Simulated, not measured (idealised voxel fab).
Process module name: voxel tone inversion
Section cut is 290 nm wide and gridded with 5 nm square cells.
In this document a cross-section is written as a grid of square cells. It is given as a series of bands, listed from the top down, and a band is one or more rows of cells. Quick guide to a band line: top height, bottom height (nm) up front; then every material left to right with its width in nm. Only one material and it's marked "edge to edge"? Then it fills the band edge to edge. And "empty" just means empty space. Heights are expressed relative to 0, this being the level below which the as-received wafer comprises one material exclusively. The lowest band is unbounded in the downward direction and is denoted as in "0 -> down". Per-row width for "30..40": begins at first number (top row of band), ends at second number (bottom row), increment between rows held constant. Basically "remained unchanged" means that step didn't change any cell in the cross-section. "Enclosed internal cavities" means: voids of 8 cells or more that are shut off from the top with no open way through. Written width x height at distance, distance from the left edge, in nm. Whatever follows a step's settings on its line is a remark the simulator itself makes about that step. "overlay nm", when on a step's line for a step with a mask, measures how far to the right of its planned place the mask lay; a negative measure means to the left. Every pair from here on: before one process step, after it. The after cross-section reaches only to the lowest band that changed. Below the pair: the step in between and its settings. Pairs can belong to different runs of this module on the same starting wafer; a pair carries on from the pair above only if the entry headed "Pre-step condition" says so.

Pre-step condition:
  0 -> down: Si edge to edge
  Enclosed internal cavities: none

Post-Process View:
  5 -> 0: SiCN edge to edge
  Everything under 0 stays put, no change at all.
  Enclosed internal cavities: none
Before/after cross-sections above; step in between: CONFORMAL_DEP [material SiCN] [thk nm 5]

Pre-step condition: the wafer arrives at this step looking as the after cross-section in the pair just above shows it.

Post-Process View:
  20 -> 5: aC edge to edge
  Everything under 5 stays put, no change at all.
  Enclosed internal cavities: none
Before/after cross-sections above; step in between: DIRECTIONAL_DEP [material aC] [thk nm 15]

Pre-step condition: the wafer arrives at this step looking as the after cross-section in the pair just above shows it.

Post-Process View:
  40 -> 20: empty 115 nm; resist 15 nm; empty 30 nm; resist 15 nm; empty 115 nm
  Everything under 20 stays put, no change at all.
  Enclosed internal cavities: none
Before/after cross-sections above; step in between: PATTERN [tone cover] [mask id POSTS] [material resist] [width nm 15] [pitch nm 45] [thk nm 20] [overlay nm 0]

Pre-step condition: the wafer arrives at this step looking as the after cross-section in the pair just above shows it.

Post-Process View:
  25 -> 20: empty 115 nm; resist 15 nm; empty 30 nm; resist 15 nm; empty 115 nm
  20 -> 5: empty 115 nm; aC 15 nm; empty 30 nm; aC 15 nm; empty 115 nm
  Everything under 5 stays put, no change at all.
  Enclosed internal cavities: none
Before/after cross-sections above; step in between: DIRECTIONAL_ETCH [etch materials aC] [depth nm 15]

Pre-step condition: the wafer arrives at this step looking as the after cross-section in the pair just above shows it.

Post-Process View:
  20 -> 5: empty 115 nm; aC 15 nm; empty 30 nm; aC 15 nm; empty 115 nm
  Everything under 5 stays put, no change at all.
  Enclosed internal cavities: none
Before/after cross-sections above; step in between: STRIP [etch materials resist]

Pre-step condition: the wafer arrives at this step looking as the after cross-section in the pair just above shows it.

Post-Process View:
  30 -> 20: SiO2 edge to edge
  20 -> 5: SiO2 115 nm; aC 15 nm; SiO2 30 nm; aC 15 nm; SiO2 115 nm
  Everything under 5 stays put, no change at all.
  Enclosed internal cavities: none
Before/after cross-sections above; step in between: FILL_DEP [material SiO2] [thk nm 10]

Pre-step condition: the wafer arrives at this step looking as the after cross-section in the pair just above shows it.

Post-Process View:
  20 -> 5: SiO2 115 nm; aC 15 nm; SiO2 30 nm; aC 15 nm; SiO2 115 nm
  Everything under 5 stays put, no change at all.
  Enclosed internal cavities: none
Before/after cross-sections above; step in between: CMP [height nm 20]

Pre-step condition: the wafer arrives at this step looking as the after cross-section in the pair just above shows it.

Post-Process View:
  20 -> 5: SiO2 115 nm; empty 15 nm; SiO2 30 nm; empty 15 nm; SiO2 115 nm
  Everything under 5 stays put, no change at all.
  Enclosed internal cavities: none
Before/after cross-sections above; step in between: STRIP [etch materials aC]

Pre-step condition:
  0 -> down: Si edge to edge
  Enclosed internal cavities: none

Post-Process View:
  15 -> 0: aC edge to edge
  Everything under 0 stays put, no change at all.
  Enclosed internal cavities: none
Before/after cross-sections above; step in between: DIRECTIONAL_DEP [material aC] [thk nm 15]

Pre-step condition: the wafer arrives at this step looking as the after cross-section in the pair just above shows it.

Post-Process View:
  35 -> 15: empty 115 nm; resist 15 nm; empty 30 nm; resist 15 nm; empty 115 nm
  Everything under 15 stays put, no change at all.
  Enclosed internal cavities: none
Before/after cross-sections above; step in between: PATTERN [tone cover] [mask id POSTS] [material resist] [width nm 15] [pitch nm 45] [thk nm 20] [overlay nm 0]

Pre-step condition: the wafer arrives at this step looking as the after cross-section in the pair just above shows it.

Post-Process View:
  20 -> 15: empty 115 nm; resist 15 nm; empty 30 nm; resist 15 nm; empty 115 nm
  15 -> 0: empty 115 nm; aC 15 nm; empty 30 nm; aC 15 nm; empty 115 nm
  Everything under 0 stays put, no change at all.
  Enclosed internal cavities: none
Before/after cross-sections above; step in between: DIRECTIONAL_ETCH [etch materials aC] [depth nm 15]

Pre-step condition: the wafer arrives at this step looking as the after cross-section in the pair just above shows it.

Post-Process View:
  15 -> 0: empty 115 nm; aC 15 nm; empty 30 nm; aC 15 nm; empty 115 nm
  Everything under 0 stays put, no change at all.
  Enclosed internal cavities: none
Before/after cross-sections above; step in between: STRIP [etch materials resist]

Pre-step condition: the wafer arrives at this step looking as the after cross-section in the pair just above shows it.

Post-Process View:
  25 -> 15: SiO2 edge to edge
  15 -> 0: SiO2 115 nm; aC 15 nm; SiO2 30 nm; aC 15 nm; SiO2 115 nm
  Everything under 0 stays put, no change at all.
  Enclosed internal cavities: none
Before/after cross-sections above; step in between: FILL_DEP [material SiO2] [thk nm 10]

Pre-step condition: the wafer arrives at this step looking as the after cross-section in the pair just above shows it.

Post-Process View:
  20 -> 15: SiO2 edge to edge
  Everything under 15 stays put, no change at all.
  Enclosed internal cavities: none
Before/after cross-sections above; step in between: CMP [height nm 20]

Pre-step condition:
  15 -> 0: aC edge to edge
  0 -> down: Si edge to edge
  Enclosed internal cavities: none

Post-Process View:
  20 -> 15: SiCN edge to edge
  Everything under 15 stays put, no change at all.
  Enclosed internal cavities: none
Before/after cross-sections above; step in between: CONFORMAL_DEP [material SiCN] [thk nm 5]

Pre-step condition: the wafer arrives at this step looking as the after cross-section in the pair just above shows it.

Post-Process View:
  40 -> 20: empty 115 nm; resist 15 nm; empty 30 nm; resist 15 nm; empty 115 nm
  Everything under 20 stays put, no change at all.
  Enclosed internal cavities: none
Before/after cross-sections above; step in between: PATTERN [tone cover] [mask id POSTS] [material resist] [width nm 15] [pitch nm 45] [thk nm 20] [overlay nm 0]

Pre-step condition: the wafer arrives at this step looking as the after cross-section in the pair just above shows it.

Post-Process View:
  25 -> 20: empty 115 nm; resist 15 nm; empty 30 nm; resist 15 nm; empty 115 nm
  Everything under 20 stays put, no change at all.
  Enclosed internal cavities: none
Before/after cross-sections above; step in between: DIRECTIONAL_ETCH [etch materials aC] [depth nm 15]

Pre-step condition: the wafer arrives at this step looking as the after cross-section in the pair just above shows it.

Post-Process View:
  20 -> 15: SiCN edge to edge
  Everything under 15 stays put, no change at all.
  Enclosed internal cavities: none
Before/after cross-sections above; step in between: STRIP [etch materials resist]

Pre-step condition: the wafer arrives at this step looking as the after cross-section in the pair just above shows it.

Post-Process View:
  30 -> 20: SiO2 edge to edge
  Everything under 20 stays put, no change at all.
  Enclosed internal cavities: none
Before/after cross-sections above; step in between: FILL_DEP [material SiO2] [thk nm 10]

Pre-step condition: the wafer arrives at this step looking as the after cross-section in the pair just above shows it.

Post-Process View:
  20 -> 15: SiCN edge to edge
  Everything under 15 stays put, no change at all.
  Enclosed internal cavities: none
Before/after cross-sections above; step in between: CMP [height nm 20]

Pre-step condition:
  30 -> 20: SiO2 edge to edge
  20 -> 5: SiO2 115 nm; aC 15 nm; SiO2 30 nm; aC 15 nm; SiO2 115 nm
  5 -> 0: SiCN edge to edge
  0 -> down: Si edge to edge
  Enclosed internal cavities: none

Post-Process View:
  10 -> 5: SiO2 115 nm; aC 15 nm; SiO2 30 nm; aC 15 nm; SiO2 115 nm
  Everything under 5 stays put, no change at all.
  Enclosed internal cavities: none
Before/after cross-sections above; step in between: CMP [height nm 10]

Pre-step condition: the wafer arrives at this step looking as the after cross-section in the pair just above shows it.

Post-Process View:
  10 -> 5: SiO2 115 nm; empty 15 nm; SiO2 30 nm; empty 15 nm; SiO2 115 nm
  Everything under 5 stays put, no change at all.
  Enclosed internal cavities: none
Before/after cross-sections above; step in between: STRIP [etch materials aC]

Pre-step condition:
  20 -> 5: aC edge to edge
  5 -> 0: SiCN edge to edge
  0 -> down: Si edge to edge
  Enclosed internal cavities: none

Post-Process View:
  40 -> 20: empty 115 nm; resist 20 nm; empty 25 nm; resist 20 nm; empty 110 nm
  Everything under 20 stays put, no change at all.
  Enclosed internal cavities: none
Before/after cross-sections above; step in between: PATTERN [tone cover] [mask id POSTS] [material resist] [width nm 20] [pitch nm 45] [thk nm 20] [overlay nm 0]

Pre-step condition: the wafer arrives at this step looking as the after cross-section in the pair just above shows it.

Post-Process View:
  25 -> 20: empty 115 nm; resist 20 nm; empty 25 nm; resist 20 nm; empty 110 nm
  20 -> 5: empty 115 nm; aC 20 nm; empty 25 nm; aC 20 nm; empty 110 nm
  Everything under 5 stays put, no change at all.
  Enclosed internal cavities: none
Before/after cross-sections above; step in between: DIRECTIONAL_ETCH [etch materials aC] [depth nm 15]

Pre-step condition: the wafer arrives at this step looking as the after cross-section in the pair just above shows it.

Post-Process View:
  20 -> 5: empty 115 nm; aC 20 nm; empty 25 nm; aC 20 nm; empty 110 nm
  Everything under 5 stays put, no change at all.
  Enclosed internal cavities: none
Before/after cross-sections above; step in between: STRIP [etch materials resist]

Pre-step condition: the wafer arrives at this step looking as the after cross-section in the pair just above shows it.

Post-Process View:
  30 -> 20: SiO2 edge to edge
  20 -> 5: SiO2 115 nm; aC 20 nm; SiO2 25 nm; aC 20 nm; SiO2 110 nm
  Everything under 5 stays put, no change at all.
  Enclosed internal cavities: none
Before/after cross-sections above; step in between: FILL_DEP [material SiO2] [thk nm 10]

Pre-step condition: the wafer arrives at this step looking as the after cross-section in the pair just above shows it.

Post-Process View:
  20 -> 5: SiO2 115 nm; aC 20 nm; SiO2 25 nm; aC 20 nm; SiO2 110 nm
  Everything under 5 stays put, no change at all.
  Enclosed internal cavities: none
Before/after cross-sections above; step in between: CMP [height nm 20]

Pre-step condition: the wafer arrives at this step looking as the after cross-section in the pair just above shows it.

Post-Process View:
  20 -> 5: SiO2 115 nm; empty 20 nm; SiO2 25 nm; empty 20 nm; SiO2 110 nm
  Everything under 5 stays put, no change at all.
  Enclosed internal cavities: none
Before/after cross-sections above; step in between: STRIP [etch materials aC]

Pre-step condition:
  20 -> 5: aC edge to edge
  5 -> 0: SiCN edge to edge
  0 -> down: Si edge to edge
  Enclosed internal cavities: none

Post-Process View:
  40 -> 20: empty 110 nm; resist 15 nm; empty 30 nm; resist 15 nm; empty 120 nm
  Everything under 20 stays put, no change at all.
  Enclosed internal cavities: none
Before/after cross-sections above; step in between: PATTERN [tone cover] [mask id POSTS] [material resist] [width nm 15] [pitch nm 45] [thk nm 20] [overlay nm -5]

Pre-step condition: the wafer arrives at this step looking as the after cross-section in the pair just above shows it.

Post-Process View:
  25 -> 20: empty 110 nm; resist 15 nm; empty 30 nm; resist 15 nm; empty 120 nm
  20 -> 5: empty 110 nm; aC 15 nm; empty 30 nm; aC 15 nm; empty 120 nm
  Everything under 5 stays put, no change at all.
  Enclosed internal cavities: none
Before/after cross-sections above; step in between: DIRECTIONAL_ETCH [etch materials aC] [depth nm 15]

Pre-step condition: the wafer arrives at this step looking as the after cross-section in the pair just above shows it.

Post-Process View:
  20 -> 5: empty 110 nm; aC 15 nm; empty 30 nm; aC 15 nm; empty 120 nm
  Everything under 5 stays put, no change at all.
  Enclosed internal cavities: none
Before/after cross-sections above; step in between: STRIP [etch materials resist]

Pre-step condition: the wafer arrives at this step looking as the after cross-section in the pair just above shows it.

Post-Process View:
  30 -> 20: SiO2 edge to edge
  20 -> 5: SiO2 110 nm; aC 15 nm; SiO2 30 nm; aC 15 nm; SiO2 120 nm
  Everything under 5 stays put, no change at all.
  Enclosed internal cavities: none
Before/after cross-sections above; step in between: FILL_DEP [material SiO2] [thk nm 10]

Pre-step condition: the wafer arrives at this step looking as the after cross-section in the pair just above shows it.

Post-Process View:
  20 -> 5: SiO2 110 nm; aC 15 nm; SiO2 30 nm; aC 15 nm; SiO2 120 nm
  Everything under 5 stays put, no change at all.
  Enclosed internal cavities: none
Before/after cross-sections above; step in between: CMP [height nm 20]

Pre-step condition: the wafer arrives at this step looking as the after cross-section in the pair just above shows it.

Post-Process View:
  20 -> 5: SiO2 110 nm; empty 15 nm; SiO2 30 nm; empty 15 nm; SiO2 120 nm
  Everything under 5 stays put, no change at all.
  Enclosed internal cavities: none
Before/after cross-sections above; step in between: STRIP [etch materials aC]

Pre-step condition:
  20 -> 5: SiO2 115 nm; aC 15 nm; SiO2 30 nm; aC 15 nm; SiO2 115 nm
  5 -> 0: SiCN edge to edge
  0 -> down: Si edge to edge
  Enclosed internal cavities: none

Post-Process View:
  20 -> 5: empty 115 nm; aC 15 nm; empty 30 nm; aC 15 nm; empty 115 nm
  Everything under 5 stays put, no change at all.
  Enclosed internal cavities: none
Before/after cross-sections above; step in between: STRIP [etch materials SiO2]

Pre-step condition:
  20 -> 5: aC edge to edge
  5 -> 0: SiCN edge to edge
  0 -> down: Si edge to edge
  Enclosed internal cavities: none

Post-Process View:
  40 -> 20: resist 115 nm; empty 15 nm; resist 30 nm; empty 15 nm; resist 115 nm
  Everything under 20 stays put, no change at all.
  Enclosed internal cavities: none
Before/after cross-sections above; step in between: PATTERN [tone open] [mask id POSTS] [material resist] [width nm 15] [pitch nm 45] [thk nm 20] [overlay nm 0]

Pre-step condition: the wafer arrives at this step looking as the after cross-section in the pair just above shows it.

Post-Process View:
  25 -> 20: resist 115 nm; empty 15 nm; resist 30 nm; empty 15 nm; resist 115 nm
  20 -> 5: aC 115 nm; empty 15 nm; aC 30 nm; empty 15 nm; aC 115 nm
  Everything under 5 stays put, no change at all.
  Enclosed internal cavities: none
Before/after cross-sections above; step in between: DIRECTIONAL_ETCH [etch materials aC] [depth nm 15]

Pre-step condition: the wafer arrives at this step looking as the after cross-section in the pair just above shows it.

Post-Process View:
  20 -> 5: aC 115 nm; empty 15 nm; aC 30 nm; empty 15 nm; aC 115 nm
  Everything under 5 stays put, no change at all.
  Enclosed internal cavities: none
Before/after cross-sections above; step in between: STRIP [etch materials resist]

Pre-step condition: the wafer arrives at this step looking as the after cross-section in the pair just above shows it.

Post-Process View:
  30 -> 20: SiO2 edge to edge
  20 -> 5: aC 115 nm; SiO2 15 nm; aC 30 nm; SiO2 15 nm; aC 115 nm
  Everything under 5 stays put, no change at all.
  Enclosed internal cavities: none
Before/after cross-sections above; step in between: FILL_DEP [material SiO2] [thk nm 10]

Pre-step condition: the wafer arrives at this step looking as the after cross-section in the pair just above shows it.

Post-Process View:
  20 -> 5: aC 115 nm; SiO2 15 nm; aC 30 nm; SiO2 15 nm; aC 115 nm
  Everything under 5 stays put, no change at all.
  Enclosed internal cavities: none
Before/after cross-sections above; step in between: CMP [height nm 20]

Pre-step condition: the wafer arrives at this step looking as the after cross-section in the pair just above shows it.

Post-Process View:
  20 -> 5: empty 115 nm; SiO2 15 nm; empty 30 nm; SiO2 15 nm; empty 115 nm
  Everything under 5 stays put, no change at all.
  Enclosed internal cavities: none
Before/after cross-sections above; step in between: STRIP [etch materials aC]
